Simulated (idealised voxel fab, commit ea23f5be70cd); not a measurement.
The name of this process module is voxel plated lines.
170 nm wide, 5 nm square cells: that's cross-section cut.
Reading order for cross-sections: top band down to bottom band. Underlying form: a grid of square cells. Band size: one or more rows of cells. Heights first: top, then bottom, in nm. Then materials, left to right, each with a width in nm. "everywhere" on a single material: fills the band edge to edge. "air": empty space. Height is counted from the level 0, under which the received wafer is composed throughout of one material. The lowest of the bands is not closed at the bottom but continues downward, in the notation "top 0, no bottom". With a width like "30..40", each row of cells in the band differs from the next by the same amount, the top row carrying the first number and the bottom row the second. Where a step carries "changes: none", the cross-section came out of it unchanged, cell for cell. Closed void register: empty space of 8 cells or more with no open way to the top, each as width x height at its distance from the left edge, in nm. Step line, after settings: the simulator's comment on this step. overlay nm: for a step with a mask, the amount by which the mask lay right of where it was planned; a negative amount means left of it.
Process steps foreseen in the plan
1. RECEIVE with material Si
2. CONFORMAL_DEP with material SiN, thk nm 5
3. DIRECTIONAL_DEP with material TiN, thk nm 5
4. PATTERN with tone open, mask id LINES, material resist, width nm 25, pitch nm 40, thk nm 25, overlay nm 0
5. EPI with material Ru, thk nm 5
6. EPI with material Ru, thk nm 5
7. STRIP with etch materials resist
8. DIRECTIONAL_ETCH with etch materials TiN, depth nm 5
9. CONFORMAL_DEP with material SiO2, thk nm 5
Step 1 complete: cross-section of the wafer as received
  top 0, no bottom: Si everywhere
  Closed void register: none
End-of-module cross-section of the first of two wafers, processed as planned
  top 25, bottom 20: air 45 | SiO2 35 | air 5 | SiO2 35 | air 50
  top 20, bottom 10: air 45 | SiO2 5 | Ru 25 | SiO2 5 | air 5 | SiO2 5 | Ru 25 | SiO2 5 | air 50
  top 10, bottom 5: SiO2 50 | TiN 25 | SiO2 15 | TiN 25 | SiO2 55
  top 5, bottom 0: SiN everywhere
  top 0, no bottom: Si everywhere
  Closed void register: none
Second wafer cross-section at end of module - shared start and plan with the first, one mistake in the run
  top 25, bottom 20: air 40 | SiO2 85 | air 45
  top 20, bottom 15: SiO2 45 | Ru 35 | SiO2 5 | Ru 35 | SiO2 50
  top 15, bottom 10: Ru everywhere
  top 10, bottom 5: TiN everywhere
  top 5, bottom 0: SiN everywhere
  top 0, no bottom: Si everywhere
  Closed void register: none
Error vs. plan: steps 6 and 7 of the plan were each performed in the slot designated for the other
End check, counted in cells, second wafer has more or fewer of these materials than the first: +28 Ru | -9 SiO2 | +24 TiN
